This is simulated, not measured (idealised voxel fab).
Presented below is a process module, voxel self aligned contacts.
The cross-section shown here is cut; it is 145 nm wide and divided into square cells measuring 5 nm on a side.
Each cross-section below is a grid of square cells, stated as bands in top-down order, with one or more rows of cells making up each band.
Quick guide to a band line: top height, bottom height (nm) up front; then every material left to right with its width in nm. Only one material and it's marked "everywhere"? Then it fills the band edge to edge. And "air" just means empty space.
Beneath 0, the wafer as received is one material, and that level is where height counting begins. The lowest band goes on downward without a bottom; it is written like "0..down".
Width: "30..40" (first number = top row, second number = bottom row, same change from row to row of cells).
It should be understood that the words "nothing different", when stated for a given step, signify that the cross-section underwent no change in any of its cells during that step.
In "Enclosed void list" the enclosed voids are listed, meaning empty spaces of 8 cells or larger without any opening to the top. The form is width x height at distance, distance from the left edge, units nm.
Read whatever lies past the settings on a step's line as the simulator's own remark about the step.
The setting "overlay nm" may be written on the line of a step. When the step uses a mask, the value reports how far to the right of the planned place the mask lay, and a negative value reports that it lay to the left.

The process steps that were planned are listed below
- 1: RECEIVE,material Si
- 2: OXIDIZE,depth nm 5
- 3: DIRECTIONAL_DEP,material polySi,thk nm 20
- 4: DIRECTIONAL_DEP,material SiN,thk nm 15
- 5: DIRECTIONAL_DEP,material aC,thk nm 10
- 6: PATTERN,tone cover,mask id GATE,material resist,width nm 35,pitch nm 60,thk nm 30,overlay nm 0
- 7: DIRECTIONAL_ETCH,etch materials aC,depth nm 10
- 8: STRIP,etch materials resist
- 9: DIRECTIONAL_ETCH,etch materials SiN,depth nm 15
- 10: DIRECTIONAL_ETCH,etch materials polySi,depth nm 20
- 11: STRIP,etch materials aC
- 12: CONFORMAL_DEP,material SiN,thk nm 5
- 13: DIRECTIONAL_ETCH,etch materials SiN,depth nm 5
- 14: FILL_DEP,material SiO2,thk nm 15
- 15: CMP,height nm 40
- 16: MASKED_ETCH,tone open,mask id CONTACT,width nm 35,etch materials SiO2,depth nm 45,overlay nm 0
- 17: CONFORMAL_DEP,material TiN,thk nm 5
- 18: FILL_DEP,material Ru,thk nm 5
- 19: CMP,height nm 40
- 20: CONFORMAL_DEP,material SiN,thk nm 5

The cross-section here shows the wafer as received, i.e. in its state after step 1
0..down  Si everywhere
Enclosed void list: none

Cross-sectional view of the first of the two wafers upon completion of the module, processed in accordance with the plan
45..40  SiN everywhere
40..35  55 nm SiO2 | 15 nm TiN | 5 nm Ru | 15 nm TiN | 55 nm SiO2
35..20  20 nm SiO2 | 45 nm SiN | 5 nm TiN | 5 nm Ru | 5 nm TiN | 45 nm SiN | 20 nm SiO2
20..0  20 nm SiO2 | 5 nm SiN | 35 nm polySi | 5 nm SiN | 5 nm TiN | 5 nm Ru | 5 nm TiN | 5 nm SiN | 35 nm polySi | 5 nm SiN | 20 nm SiO2
0..-5  65 nm SiO2 | 15 nm TiN | 65 nm SiO2
-5..down  Si everywhere
Enclosed void list: none

Cross-section at end of module for the second wafer of two, which matched the first in starting point and plan and differed by one mistake in its processing
45..40  SiO2 everywhere
40..35  55 nm SiO2 | 15 nm TiN | 5 nm Ru | 15 nm TiN | 55 nm SiO2
35..20  20 nm SiO2 | 45 nm SiN | 5 nm TiN | 5 nm Ru | 5 nm TiN | 45 nm SiN | 20 nm SiO2
20..0  20 nm SiO2 | 5 nm SiN | 35 nm polySi | 5 nm SiN | 5 nm TiN | 5 nm Ru | 5 nm TiN | 5 nm SiN | 35 nm polySi | 5 nm SiN | 20 nm SiO2
0..-5  65 nm SiO2 | 15 nm TiN | 65 nm SiO2
-5..down  Si everywhere
Enclosed void list: none
Short version of what went wrong: step 20 ran with different settings than intended, the actual operation and settings being CONFORMAL_DEP,material SiO2,thk nm 5
The closing comparison, in cells, has the second wafer with more or fewer of some materials than the first: -29 SiN, +29 SiO2
